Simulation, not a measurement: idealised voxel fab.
Name of the process module below: voxel self aligned contacts
Square cells of 5 nm make up the cross-section cut, whose width is 145 nm.
A cross-section in this document is a grid of square cells, and it is written down as bands, the top band listed before the ones below it; a band is made up of one or more rows of cells. The band entry comprises the height of the band's top followed by the height of its bottom, expressed in nm, and subsequently the band's materials from left to right, each stated together with its width in nm. Where a single material is marked with the word "full width", that material fills the band from edge to edge. The word "blank" represents empty space. Where do heights start? At 0: under that level the wafer as delivered is made of one material only. And the lowest band has no floor; it just carries on downward, as in "0 nm and below". Graded width ("30 to 40"): value in top row of band = first number; value in bottom row = second number; row-to-row change constant. "remained the same" means the step left every cell of the cross-section as it was. Voids, enclosed: empty space of 8 cells or more with no open way to the top, each as width x height at its distance from the left edge, in nm. If you see something after the settings on a step's line, that's the simulator's own remark about that step. overlay nm: on a step with a mask, how far right of its planned place the mask lay; negative means left.

# List of planned process steps
1) RECEIVE,material Si
2) CONFORMAL_DEP,material SiO2,thk nm 5
3) DIRECTIONAL_DEP,material polySi,thk nm 30
4) DIRECTIONAL_DEP,material SiN,thk nm 20
5) MASKED_ETCH,tone cover,mask id GATE,width nm 25,pitch nm 60,etch materials SiN,depth nm 20,overlay nm 0
6) MASKED_ETCH,tone cover,mask id GATE,width nm 25,pitch nm 60,etch materials polySi,depth nm 30,overlay nm 0
7) CONFORMAL_DEP,material SiN,thk nm 5
8) DIRECTIONAL_ETCH,etch materials SiN,depth nm 5
9) FILL_DEP,material SiO2,thk nm 20
10) CMP,height nm 65
11) DIRECTIONAL_DEP,material aC,thk nm 15
12) PATTERN,tone open,mask id CONTACT,material resist,width nm 45,thk nm 30,overlay nm 0
13) DIRECTIONAL_ETCH,etch materials aC,depth nm 15
14) STRIP,etch materials resist
15) DIRECTIONAL_ETCH,etch materials SiO2,depth nm 65
16) STRIP,etch materials aC
17) CONFORMAL_DEP,material TiN,thk nm 5
18) FILL_DEP,material Ru,thk nm 5
19) CMP,height nm 65
20) CONFORMAL_DEP,material SiN,thk nm 5

# The cross-section here shows the wafer as received, i.e. in its state after step 1
    0 nm and below | Si full width
    Voids, enclosed: none

# Wafer cross-section at module end: first of two, run to plan
    70 nm to 65 nm | SiN full width
    65 nm to 55 nm | 50 of SiO2, then 5 to 15 of TiN, then 35 to 15 of Ru, then 5 to 15 of TiN, then 50 of SiO2
    55 nm to 35 nm | 25 of SiO2, then 35 of SiN, then 5 of TiN, then 15 of Ru, then 5 of TiN, then 35 of SiN, then 25 of SiO2
    35 nm to 5 nm | 25 of SiO2, then 5 of SiN, then 25 of polySi, then 5 of SiN, then 5 of TiN, then 15 of Ru, then 5 of TiN, then 5 of SiN, then 25 of polySi, then 5 of SiN, then 25 of SiO2
    5 nm to 0 nm | 60 of SiO2, then 25 of TiN, then 60 of SiO2
    0 nm and below | Si full width
    Voids, enclosed: none

# Here is the second of the two wafers cut open at the end of the module - same start, same plan as the first one, but we made one mistake running it
    70 nm to 65 nm | SiN full width
    65 nm to 55 nm | 50 of SiO2, then 5 to 15 of TiN, then 35 to 15 of Ru, then 5 to 15 of TiN, then 50 of SiO2
    55 nm to 45 nm | 25 of SiO2, then 35 of SiN, then 5 of TiN, then 15 of Ru, then 5 of TiN, then 35 of SiN, then 25 of SiO2
    45 nm to 40 nm | 25 of SiO2, then 35 of SiN, then 25 of TiN, then 35 of SiN, then 25 of SiO2
    40 nm to 35 nm | SiN full width
    35 nm to 5 nm | polySi full width
    5 nm to 0 nm | SiO2 full width
    0 nm and below | Si full width
    Voids, enclosed: none
What went wrong in running the wafer? so step 5 ended up running with a different setting than we planned, it ran as MASKED_ETCH,tone cover,mask id GATE,width nm 25,pitch nm 60,etch materials SiN,depth nm 15,overlay nm 0
Counted in cells at the end, the second wafer holds more or fewer of these materials than the first: Ru: 24 fewer, SiN: 9 fewer, SiO2: 65 fewer, TiN: 16 fewer, polySi: 114 more
